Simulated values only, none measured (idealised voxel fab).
Presented below is a process module, voxel wiring stack.
Square cells of 5 nm make up the cross-section cut, whose width is 240 nm.
Just so we're on the same page, the cross-sections are grids of square cells, and they're listed out in bands top to bottom, each band one or more rows deep.
Band: top height; bottom height; in nm. Then, left to right: material with width in nm, for each material. "throughout": a single material spanning edge to edge. "blank": empty space.
All heights in this document are referenced to 0, defined as the level beneath which the wafer, as received, consists entirely of one material. The lowest band is not bounded below; it extends indefinitely downward and is written in the form "0..down".
Think of "30 to 40" as a width that walks from the first number to the second as you go down the band, top row to bottom row, taking equal-sized steps from row to row.
No cell of the cross-section changed in a step that is given as "no modification".
You'll see "Enclosed cavities" listing empty spaces that have no way open to the top, as long as they're 8 cells or more; the notation is width x height at distance, where the distance is from the left edge, and all of it is in nm.
If you see something after the settings on a step's line, that's the simulator's own remark about that step.
overlay nm: step with mask; distance mask lay right of planned place; negative value = left of planned place.
Guide to the pairs. Each holds a before and an after cross-section around one process step; the after cross-section is cut off at the lowest band that changed. Look under the pair for the step between them and its settings. Pairs can come from different runs of this module on the same starting wafer, so a pair follows on from the one above it only where its entry headed "Ex-ante state" says it does.
### Ex-ante state
140..125 = 55 aC / 25 blank / 25 aC / 25 blank / 25 aC / 25 blank / 60 aC
125..95 = lowk throughout
95..90 = SiCN throughout
90..75 = 50 lowk / 5 SiCN / 25 Ru / 5 SiCN / 15 lowk / 5 SiCN / 25 Ru / 5 SiCN / 15 lowk / 5 SiCN / 25 Ru / 5 SiCN / 55 lowk
75..70 = 45 lowk / 10 SiCN / 25 Ru / 5 SiCN / 10 lowk / 10 SiCN / 25 Ru / 5 SiCN / 10 lowk / 10 SiCN / 25 Ru / 5 SiCN / 55 lowk
70..65 = 50 SiCN / 30 TiN / 20 SiCN / 30 TiN / 20 SiCN / 30 TiN / 60 SiCN
65..45 = 55 SiO2 / 5 TiN / 5 Cu / 5 TiN / 85 SiO2 / 5 TiN / 5 Cu / 5 TiN / 70 SiO2
45..40 = 55 SiCN / 15 TiN / 85 SiCN / 15 TiN / 70 SiCN
40..20 = 50 lowk / 5 SiCN / 25 Ru / 5 SiCN / 15 lowk / 5 SiCN / 25 Ru / 5 SiCN / 15 lowk / 5 SiCN / 25 Ru / 5 SiCN / 55 lowk
20..15 = 55 SiCN / 25 TiN / 25 SiCN / 25 TiN / 25 SiCN / 25 TiN / 60 SiCN
15..0 = SiO2 throughout
0..down = Si throughout
Enclosed cavities: none
### State After Step
140..125 = 55 aC / 25 blank / 25 aC / 25 blank / 25 aC / 25 blank / 60 aC
125..105 = 55 lowk / 25 blank / 25 lowk / 25 blank / 25 lowk / 25 blank / 60 lowk
For the remainder of the cross-section, below 105, there is no change.
Enclosed cavities: none
Step that separates the before view from the after view above: DIRECTIONAL_ETCH,etch materials lowk,depth nm 20
Ex-ante state: look at the pair above, its after cross-section is where this step starts.
### State After Step
125..105 = 55 lowk / 25 blank / 25 lowk / 25 blank / 25 lowk / 25 blank / 60 lowk
For the remainder of the cross-section, below 105, there is no change.
Enclosed cavities: none
Step that separates the before view from the after view above: STRIP,etch materials aC
Ex-ante state: look at the pair above, its after cross-section is where this step starts.
### State After Step
125..105 = 55 lowk / 25 blank / 25 lowk / 25 blank / 25 lowk / 25 blank / 60 lowk
105..95 = 55 lowk / 15 blank / 85 lowk / 15 blank / 70 lowk
For the remainder of the cross-section, below 95, there is no change.
Enclosed cavities: none
Step that separates the before view from the after view above: MASKED_ETCH,tone open,mask id METAL_3_HOLES,width nm 15,pitch nm 100,etch materials lowk,depth nm 10,overlay nm 0
Ex-ante state: look at the pair above, its after cross-section is where this step starts.
### State After Step
125..105 = 55 lowk / 25 blank / 25 lowk / 25 blank / 25 lowk / 25 blank / 60 lowk
105..95 = 55 lowk / 15 blank / 85 lowk / 15 blank / 70 lowk
95..90 = 55 SiCN / 15 blank / 85 SiCN / 15 blank / 70 SiCN
For the remainder of the cross-section, below 90, there is no change.
Enclosed cavities: none
Step that separates the before view from the after view above: MASKED_ETCH,tone open,mask id METAL_3_HOLES,width nm 15,pitch nm 100,etch materials SiCN,depth nm 5,overlay nm 0
Ex-ante state: look at the pair above, its after cross-section is where this step starts.
### State After Step
130..125 = 60 TiN / 15 blank / 35 TiN / 15 blank / 35 TiN / 15 blank / 65 TiN
125..110 = 55 lowk / 5 TiN / 15 blank / 5 TiN / 25 lowk / 5 TiN / 15 blank / 5 TiN / 25 lowk / 5 TiN / 15 blank / 5 TiN / 60 lowk
110..105 = 55 lowk / 5 TiN / 5 blank / 15 TiN / 25 lowk / 25 TiN / 25 lowk / 5 TiN / 5 blank / 15 TiN / 60 lowk
105..95 = 55 lowk / 5 TiN / 5 blank / 5 TiN / 85 lowk / 5 TiN / 5 blank / 5 TiN / 70 lowk
95..90 = 55 SiCN / 15 TiN / 85 SiCN / 15 TiN / 70 SiCN
For the remainder of the cross-section, below 90, there is no change.
Enclosed cavities: none
Step that separates the before view from the after view above: CONFORMAL_DEP,material TiN,thk nm 5
Ex-ante state: look at the pair above, its after cross-section is where this step starts.
### State After Step
135..130 = Cu throughout
130..125 = 60 TiN / 15 Cu / 35 TiN / 15 Cu / 35 TiN / 15 Cu / 65 TiN
125..110 = 55 lowk / 5 TiN / 15 Cu / 5 TiN / 25 lowk / 5 TiN / 15 Cu / 5 TiN / 25 lowk / 5 TiN / 15 Cu / 5 TiN / 60 lowk
110..105 = 55 lowk / 5 TiN / 5 Cu / 15 TiN / 25 lowk / 25 TiN / 25 lowk / 5 TiN / 5 Cu / 15 TiN / 60 lowk
105..95 = 55 lowk / 5 TiN / 5 Cu / 5 TiN / 85 lowk / 5 TiN / 5 Cu / 5 TiN / 70 lowk
For the remainder of the cross-section, below 95, there is no change.
Enclosed cavities: none
Step that separates the before view from the after view above: FILL_DEP,material Cu,thk nm 5
Ex-ante state: look at the pair above, its after cross-section is where this step starts.
### State After Step
125..110 = 55 lowk / 5 TiN / 15 Cu / 5 TiN / 25 lowk / 5 TiN / 15 Cu / 5 TiN / 25 lowk / 5 TiN / 15 Cu / 5 TiN / 60 lowk
For the remainder of the cross-section, below 110, there is no change.
Enclosed cavities: none
Step that separates the before view from the after view above: CMP,height nm 125
Ex-ante state: look at the pair above, its after cross-section is where this step starts.
### State After Step
130..125 = SiCN throughout
For the remainder of the cross-section, below 125, there is no change.
Enclosed cavities: none
Step that separates the before view from the after view above: CONFORMAL_DEP,material SiCN,thk nm 5
### Ex-ante state
40..20 = 55 blank / 25 Ru / 25 blank / 25 Ru / 25 blank / 25 Ru / 60 blank
20..15 = 55 blank / 25 TiN / 25 blank / 25 TiN / 25 blank / 25 TiN / 60 blank
15..0 = SiO2 throughout
0..down = Si throughout
Enclosed cavities: none
### State After Step
45..40 = 50 blank / 35 Cu / 15 blank / 35 Cu / 15 blank / 35 Cu / 55 blank
40..20 = 50 blank / 5 Cu / 25 Ru / 5 Cu / 15 blank / 5 Cu / 25 Ru / 5 Cu / 15 blank / 5 Cu / 25 Ru / 5 Cu / 55 blank
20..15 = 55 Cu / 25 TiN / 25 Cu / 25 TiN / 25 Cu / 25 TiN / 60 Cu
For the remainder of the cross-section, below 15, there is no change.
Enclosed cavities: none
Step that separates the before view from the after view above: CONFORMAL_DEP,material Cu,thk nm 5
Ex-ante state: look at the pair above, its after cross-section is where this step starts.
### State After Step
50..45 = lowk throughout
45..40 = 50 lowk / 35 Cu / 15 lowk / 35 Cu / 15 lowk / 35 Cu / 55 lowk
40..20 = 50 lowk / 5 Cu / 25 Ru / 5 Cu / 15 lowk / 5 Cu / 25 Ru / 5 Cu / 15 lowk / 5 Cu / 25 Ru / 5 Cu / 55 lowk
For the remainder of the cross-section, below 20, there is no change.
Enclosed cavities: none
Step that separates the before view from the after view above: FILL_DEP,material lowk,thk nm 5
Ex-ante state: look at the pair above, its after cross-section is where this step starts.
### State After Step
40..20 = 50 lowk / 5 Cu / 25 Ru / 5 Cu / 15 lowk / 5 Cu / 25 Ru / 5 Cu / 15 lowk / 5 Cu / 25 Ru / 5 Cu / 55 lowk
For the remainder of the cross-section, below 20, there is no change.
Enclosed cavities: none
Step that separates the before view from the after view above: CMP,height nm 40
Ex-ante state: look at the pair above, its after cross-section is where this step starts.
### State After Step
45..40 = SiCN throughout
For the remainder of the cross-section, below 40, there is no change.
Enclosed cavities: none
Step that separates the before view from the after view above: CONFORMAL_DEP,material SiCN,thk nm 5
Ex-ante state: look at the pair above, its after cross-section is where this step starts.
### State After Step
65..45 = SiO2 throughout
For the remainder of the cross-section, below 45, there is no change.
Enclosed cavities: none
Step that separates the before view from the after view above: DIRECTIONAL_DEP,material SiO2,thk nm 20
Ex-ante state: look at the pair above, its after cross-section is where this step starts.
### State After Step
80..65 = aC throughout
For the remainder of the cross-section, below 65, there is no change.
Enclosed cavities: none
Step that separates the before view from the after view above: DIRECTIONAL_DEP,material aC,thk nm 15
Ex-ante state: look at the pair above, its after cross-section is where this step starts.
### State After Step
110..80 = 55 resist / 15 blank / 85 resist / 15 blank / 70 resist
For the remainder of the cross-section, below 80, there is no change.
Enclosed cavities: none
Step that separates the before view from the after view above: PATTERN,tone open,mask id PLUG_1,material resist,width nm 15,pitch nm 100,thk nm 30,overlay nm 0
Ex-ante state: look at the pair above, its after cross-section is where this step starts.
### State After Step
95..80 = 55 resist / 15 blank / 85 resist / 15 blank / 70 resist
80..65 = 55 aC / 15 blank / 85 aC / 15 blank / 70 aC
For the remainder of the cross-section, below 65, there is no change.
Enclosed cavities: none
Step that separates the before view from the after view above: DIRECTIONAL_ETCH,etch materials aC,depth nm 15
Ex-ante state: look at the pair above, its after cross-section is where this step starts.
### State After Step
80..65 = 55 aC / 15 blank / 85 aC / 15 blank / 70 aC
For the remainder of the cross-section, below 65, there is no change.
Enclosed cavities: none
Step that separates the before view from the after view above: STRIP,etch materials resist
Ex-ante state: look at the pair above, its after cross-section is where this step starts.
### State After Step
80..65 = 55 aC / 15 blank / 85 aC / 15 blank / 70 aC
65..45 = 55 SiO2 / 15 blank / 85 SiO2 / 15 blank / 70 SiO2
For the remainder of the cross-section, below 45, there is no change.
Enclosed cavities: none
Step that separates the before view from the after view above: DIRECTIONAL_ETCH,etch materials SiO2,depth nm 20
Ex-ante state: look at the pair above, its after cross-section is where this step starts.
### State After Step
80..65 = 55 aC / 15 blank / 85 aC / 15 blank / 70 aC
65..45 = 55 SiO2 / 15 blank / 85 SiO2 / 15 blank / 70 SiO2
45..40 = 55 SiCN / 15 blank / 85 SiCN / 15 blank / 70 SiCN
For the remainder of the cross-section, below 40, there is no change.
Enclosed cavities: none
Step that separates the before view from the after view above: DIRECTIONAL_ETCH,etch materials SiCN,depth nm 5
Ex-ante state: look at the pair above, its after cross-section is where this step starts.
### State After Step
65..45 = 55 SiO2 / 15 blank / 85 SiO2 / 15 blank / 70 SiO2
For the remainder of the cross-section, below 45, there is no change.
Enclosed cavities: none
Step that separates the before view from the after view above: STRIP,etch materials aC
Ex-ante state: look at the pair above, its after cross-section is where this step starts.
### State After Step
70..65 = 60 TiN / 5 blank / 95 TiN / 5 blank / 75 TiN
65..45 = 55 SiO2 / 5 TiN / 5 blank / 5 TiN / 85 SiO2 / 5 TiN / 5 blank / 5 TiN / 70 SiO2
45..40 = 55 SiCN / 15 TiN / 85 SiCN / 15 TiN / 70 SiCN
For the remainder of the cross-section, below 40, there is no change.
Enclosed cavities: none
Step that separates the before view from the after view above: CONFORMAL_DEP,material TiN,thk nm 5
Ex-ante state: look at the pair above, its after cross-section is where this step starts.
### State After Step
75..70 = Cu throughout
70..65 = 60 TiN / 5 Cu / 95 TiN / 5 Cu / 75 TiN
65..45 = 55 SiO2 / 5 TiN / 5 Cu / 5 TiN / 85 SiO2 / 5 TiN / 5 Cu / 5 TiN / 70 SiO2
For the remainder of the cross-section, below 45, there is no change.
Enclosed cavities: none
Step that separates the before view from the after view above: FILL_DEP,material Cu,thk nm 5
Ex-ante state: look at the pair above, its after cross-section is where this step starts.
### State After Step
65..45 = 55 SiO2 / 5 TiN / 5 Cu / 5 TiN / 85 SiO2 / 5 TiN / 5 Cu / 5 TiN / 70 SiO2
For the remainder of the cross-section, below 45, there is no change.
Enclosed cavities: none
Step that separates the before view from the after view above: CMP,height nm 65
Ex-ante state: look at the pair above, its after cross-section is where this step starts.
### State After Step
70..65 = TiN throughout
For the remainder of the cross-section, below 65, there is no change.
Enclosed cavities: none
Step that separates the before view from the after view above: DIRECTIONAL_DEP,material TiN,thk nm 5
Ex-ante state: look at the pair above, its after cross-section is where this step starts.
### State After Step
90..70 = Ru throughout
For the remainder of the cross-section, below 70, there is no change.
Enclosed cavities: none
Step that separates the before view from the after view above: DIRECTIONAL_DEP,material Ru,thk nm 20
Ex-ante state: look at the pair above, its after cross-section is where this step starts.
### State After Step
90..70 = 55 blank / 25 Ru / 25 blank / 25 Ru / 25 blank / 25 Ru / 60 blank
For the remainder of the cross-section, below 70, there is no change.
Enclosed cavities: none
Step that separates the before view from the after view above: MASKED_ETCH,tone cover,mask id METAL_2,width nm 25,pitch nm 50,etch materials Ru,depth nm 20,overlay nm 0
Ex-ante state: look at the pair above, its after cross-section is where this step starts.
### State After Step
90..70 = 55 blank / 25 Ru / 25 blank / 25 Ru / 25 blank / 25 Ru / 60 blank
70..65 = 55 blank / 25 TiN / 25 blank / 25 TiN / 25 blank / 25 TiN / 60 blank
For the remainder of the cross-section, below 65, there is no change.
Enclosed cavities: none
Step that separates the before view from the after view above: MASKED_ETCH,tone cover,mask id METAL_2,width nm 25,pitch nm 50,etch materials TiN,depth nm 5,overlay nm 0
Ex-ante state: look at the pair above, its after cross-section is where this step starts.
### State After Step
95..90 = 50 blank / 35 SiCN / 15 blank / 35 SiCN / 15 blank / 35 SiCN / 55 blank
90..70 = 50 blank / 5 SiCN / 25 Ru / 5 SiCN / 15 blank / 5 SiCN / 25 Ru / 5 SiCN / 15 blank / 5 SiCN / 25 Ru / 5 SiCN / 55 blank
70..65 = 55 SiCN / 25 TiN / 25 SiCN / 25 TiN / 25 SiCN / 25 TiN / 60 SiCN
For the remainder of the cross-section, below 65, there is no change.
Enclosed cavities: none
Step that separates the before view from the after view above: CONFORMAL_DEP,material SiCN,thk nm 5
Ex-ante state: look at the pair above, its after cross-section is where this step starts.
### State After Step
105..95 = lowk throughout
95..90 = 50 lowk / 35 SiCN / 15 lowk / 35 SiCN / 15 lowk / 35 SiCN / 55 lowk
90..70 = 50 lowk / 5 SiCN / 25 Ru / 5 SiCN / 15 lowk / 5 SiCN / 25 Ru / 5 SiCN / 15 lowk / 5 SiCN / 25 Ru / 5 SiCN / 55 lowk
For the remainder of the cross-section, below 70, there is no change.
Enclosed cavities: none
Step that separates the before view from the after view above: FILL_DEP,material lowk,thk nm 10
Ex-ante state: look at the pair above, its after cross-section is where this step starts.
### State After Step
90..70 = 50 lowk / 5 SiCN / 25 Ru / 5 SiCN / 15 lowk / 5 SiCN / 25 Ru / 5 SiCN / 15 lowk / 5 SiCN / 25 Ru / 5 SiCN / 55 lowk
For the remainder of the cross-section, below 70, there is no change.
Enclosed cavities: none
Step that separates the before view from the after view above: CMP,height nm 90
Ex-ante state: look at the pair above, its after cross-section is where this step starts.
### State After Step
95..90 = SiCN throughout
For the remainder of the cross-section, below 90, there is no change.
Enclosed cavities: none
Step that separates the before view from the after view above: CONFORMAL_DEP,material SiCN,thk nm 5
Ex-ante state: look at the pair above, its after cross-section is where this step starts.
### State After Step
125..95 = lowk throughout
For the remainder of the cross-section, below 95, there is no change.
Enclosed cavities: none
Step that separates the before view from the after view above: DIRECTIONAL_DEP,material lowk,thk nm 30
Ex-ante state: look at the pair above, its after cross-section is where this step starts.
### State After Step
140..125 = aC throughout
For the remainder of the cross-section, below 125, there is no change.
Enclosed cavities: none
Step that separates the before view from the after view above: DIRECTIONAL_DEP,material aC,thk nm 15
Ex-ante state: look at the pair above, its after cross-section is where this step starts.
### State After Step
175..140 = 55 resist / 25 blank / 25 resist / 25 blank / 25 resist / 25 blank / 60 resist
For the remainder of the cross-section, below 140, there is no change.
Enclosed cavities: none
Step that separates the before view from the after view above: PATTERN,tone open,mask id METAL_3,material resist,width nm 25,pitch nm 50,thk nm 35,overlay nm 0
Ex-ante state: look at the pair above, its after cross-section is where this step starts.
### State After Step
160..140 = 55 resist / 25 blank / 25 resist / 25 blank / 25 resist / 25 blank / 60 resist
140..125 = 55 aC / 25 blank / 25 aC / 25 blank / 25 aC / 25 blank / 60 aC
For the remainder of the cross-section, below 125, there is no change.
Enclosed cavities: none
Step that separates the before view from the after view above: DIRECTIONAL_ETCH,etch materials aC,depth nm 15
Ex-ante state: look at the pair above, its after cross-section is where this step starts.
### State After Step
140..125 = 55 aC / 25 blank / 25 aC / 25 blank / 25 aC / 25 blank / 60 aC
For the remainder of the cross-section, below 125, there is no change.
Enclosed cavities: none
Step that separates the before view from the after view above: STRIP,etch materials resist
Ex-ante state: look at the pair above, its after cross-section is where this step starts.
### State After Step
140..125 = 55 aC / 25 blank / 25 aC / 25 blank / 25 aC / 25 blank / 60 aC
125..105 = 55 lowk / 25 blank / 25 lowk / 25 blank / 25 lowk / 25 blank / 60 lowk
For the remainder of the cross-section, below 105, there is no change.
Enclosed cavities: none
Step that separates the before view from the after view above: DIRECTIONAL_ETCH,etch materials lowk,depth nm 20
Ex-ante state: look at the pair above, its after cross-section is where this step starts.
### State After Step
125..105 = 55 lowk / 25 blank / 25 lowk / 25 blank / 25 lowk / 25 blank / 60 lowk
For the remainder of the cross-section, below 105, there is no change.
Enclosed cavities: none
Step that separates the before view from the after view above: STRIP,etch materials aC
Ex-ante state: look at the pair above, its after cross-section is where this step starts.
### State After Step
125..105 = 55 lowk / 25 blank / 25 lowk / 25 blank / 25 lowk / 25 blank / 60 lowk
105..95 = 55 lowk / 15 blank / 85 lowk / 15 blank / 70 lowk
For the remainder of the cross-section, below 95, there is no change.
Enclosed cavities: none
Step that separates the before view from the after view above: MASKED_ETCH,tone open,mask id METAL_3_HOLES,width nm 15,pitch nm 100,etch materials lowk,depth nm 10,overlay nm 0
Ex-ante state: look at the pair above, its after cross-section is where this step starts.
### State After Step
125..105 = 55 lowk / 25 blank / 25 lowk / 25 blank / 25 lowk / 25 blank / 60 lowk
105..95 = 55 lowk / 15 blank / 85 lowk / 15 blank / 70 lowk
95..90 = 55 SiCN / 15 blank / 85 SiCN / 15 blank / 70 SiCN
For the remainder of the cross-section, below 90, there is no change.
Enclosed cavities: none
Step that separates the before view from the after view above: MASKED_ETCH,tone open,mask id METAL_3_HOLES,width nm 15,pitch nm 100,etch materials SiCN,depth nm 5,overlay nm 0
Ex-ante state: look at the pair above, its after cross-section is where this step starts.
### State After Step
130..125 = 60 TiN / 15 blank / 35 TiN / 15 blank / 35 TiN / 15 blank / 65 TiN
125..110 = 55 lowk / 5 TiN / 15 blank / 5 TiN / 25 lowk / 5 TiN / 15 blank / 5 TiN / 25 lowk / 5 TiN / 15 blank / 5 TiN / 60 lowk
110..105 = 55 lowk / 5 TiN / 5 blank / 15 TiN / 25 lowk / 25 TiN / 25 lowk / 5 TiN / 5 blank / 15 TiN / 60 lowk
105..95 = 55 lowk / 5 TiN / 5 blank / 5 TiN / 85 lowk / 5 TiN / 5 blank / 5 TiN / 70 lowk
95..90 = 55 SiCN / 15 TiN / 85 SiCN / 15 TiN / 70 SiCN
For the remainder of the cross-section, below 90, there is no change.
Enclosed cavities: none
Step that separates the before view from the after view above: CONFORMAL_DEP,material TiN,thk nm 5
Ex-ante state: look at the pair above, its after cross-section is where this step starts.
### State After Step
135..130 = Cu throughout
130..125 = 60 TiN / 15 Cu / 35 TiN / 15 Cu / 35 TiN / 15 Cu / 65 TiN
125..110 = 55 lowk / 5 TiN / 15 Cu / 5 TiN / 25 lowk / 5 TiN / 15 Cu / 5 TiN / 25 lowk / 5 TiN / 15 Cu / 5 TiN / 60 lowk
110..105 = 55 lowk / 5 TiN / 5 Cu / 15 TiN / 25 lowk / 25 TiN / 25 lowk / 5 TiN / 5 Cu / 15 TiN / 60 lowk
105..95 = 55 lowk / 5 TiN / 5 Cu / 5 TiN / 85 lowk / 5 TiN / 5 Cu / 5 TiN / 70 lowk
For the remainder of the cross-section, below 95, there is no change.
Enclosed cavities: none
Step that separates the before view from the after view above: FILL_DEP,material Cu,thk nm 5
Ex-ante state: look at the pair above, its after cross-section is where this step starts.
### State After Step
125..110 = 55 lowk / 5 TiN / 15 Cu / 5 TiN / 25 lowk / 5 TiN / 15 Cu / 5 TiN / 25 lowk / 5 TiN / 15 Cu / 5 TiN / 60 lowk
For the remainder of the cross-section, below 110, there is no change.
Enclosed cavities: none
Step that separates the before view from the after view above: CMP,height nm 125
Ex-ante state: look at the pair above, its after cross-section is where this step starts.
### State After Step
130..125 = SiCN throughout
For the remainder of the cross-section, below 125, there is no change.
Enclosed cavities: none
Step that separates the before view from the after view above: CONFORMAL_DEP,material SiCN,thk nm 5
### Ex-ante state
125..105 = 55 lowk / 25 blank / 25 lowk / 25 blank / 25 lowk / 25 blank / 60 lowk
105..95 = lowk throughout
95..90 = SiCN throughout
90..70 = 50 lowk / 5 SiCN / 25 Ru / 5 SiCN / 15 lowk / 5 SiCN / 25 Ru / 5 SiCN / 15 lowk / 5 SiCN / 25 Ru / 5 SiCN / 55 lowk
70..65 = 55 SiCN / 25 TiN / 25 SiCN / 25 TiN / 25 SiCN / 25 TiN / 60 SiCN
65..45 = 55 SiO2 / 5 TiN / 5 Cu / 5 TiN / 85 SiO2 / 5 TiN / 5 Cu / 5 TiN / 70 SiO2
45..40 = 55 SiCN / 15 TiN / 85 SiCN / 15 TiN / 70 SiCN
40..20 = 50 lowk / 5 SiCN / 25 Ru / 5 SiCN / 15 lowk / 5 SiCN / 25 Ru / 5 SiCN / 15 lowk / 5 SiCN / 25 Ru / 5 SiCN / 55 lowk
20..15 = 55 SiCN / 25 TiN / 25 SiCN / 25 TiN / 25 SiCN / 25 TiN / 60 SiCN
15..0 = SiO2 throughout
0..down = Si throughout
Enclosed cavities: none
### State After Step
115..105 = 55 lowk / 25 blank / 25 lowk / 25 blank / 25 lowk / 25 blank / 60 lowk
105..95 = 70 lowk / 10 blank / 25 lowk / 25 blank / 40 lowk / 10 blank / 60 lowk
For the remainder of the cross-section, below 95, there is no change.
Enclosed cavities: none
Step that separates the before view from the after view above: MASKED_ETCH,tone cover,mask id METAL_3_HOLES,width nm 15,pitch nm 100,etch materials lowk,depth nm 10,overlay nm 0
Ex-ante state: look at the pair above, its after cross-section is where this step starts.
### State After Step
120..115 = 60 TiN / 15 blank / 35 TiN / 15 blank / 35 TiN / 15 blank / 65 TiN
115..110 = 55 lowk / 5 TiN / 15 blank / 5 TiN / 25 lowk / 5 TiN / 15 blank / 5 TiN / 25 lowk / 5 TiN / 15 blank / 5 TiN / 60 lowk
110..100 = 55 to 70 lowk / 25 to 10 TiN / 25 lowk / 5 TiN / 15 blank / 5 TiN / 25 to 40 lowk / 25 to 10 TiN / 60 lowk
100..95 = 70 lowk / 10 TiN / 25 lowk / 25 TiN / 40 lowk / 10 TiN / 60 lowk
For the remainder of the cross-section, below 95, there is no change.
Enclosed cavities: none
Step that separates the before view from the after view above: CONFORMAL_DEP,material TiN,thk nm 5
Ex-ante state: look at the pair above, its after cross-section is where this step starts.
### State After Step
125..120 = Cu throughout
120..115 = 60 TiN / 15 Cu / 35 TiN / 15 Cu / 35 TiN / 15 Cu / 65 TiN
115..110 = 55 lowk / 5 TiN / 15 Cu / 5 TiN / 25 lowk / 5 TiN / 15 Cu / 5 TiN / 25 lowk / 5 TiN / 15 Cu / 5 TiN / 60 lowk
110..100 = 55 to 70 lowk / 25 to 10 TiN / 25 lowk / 5 TiN / 15 Cu / 5 TiN / 25 to 40 lowk / 25 to 10 TiN / 60 lowk
For the remainder of the cross-section, below 100, there is no change.
Enclosed cavities: none
Step that separates the before view from the after view above: FILL_DEP,material Cu,thk nm 5
Ex-ante state: look at the pair above, its after cross-section is where this step starts.
### State After Step
130..125 = SiCN throughout
For the remainder of the cross-section, below 125, there is no change.
Enclosed cavities: none
Step that separates the before view from the after view above: CONFORMAL_DEP,material SiCN,thk nm 5
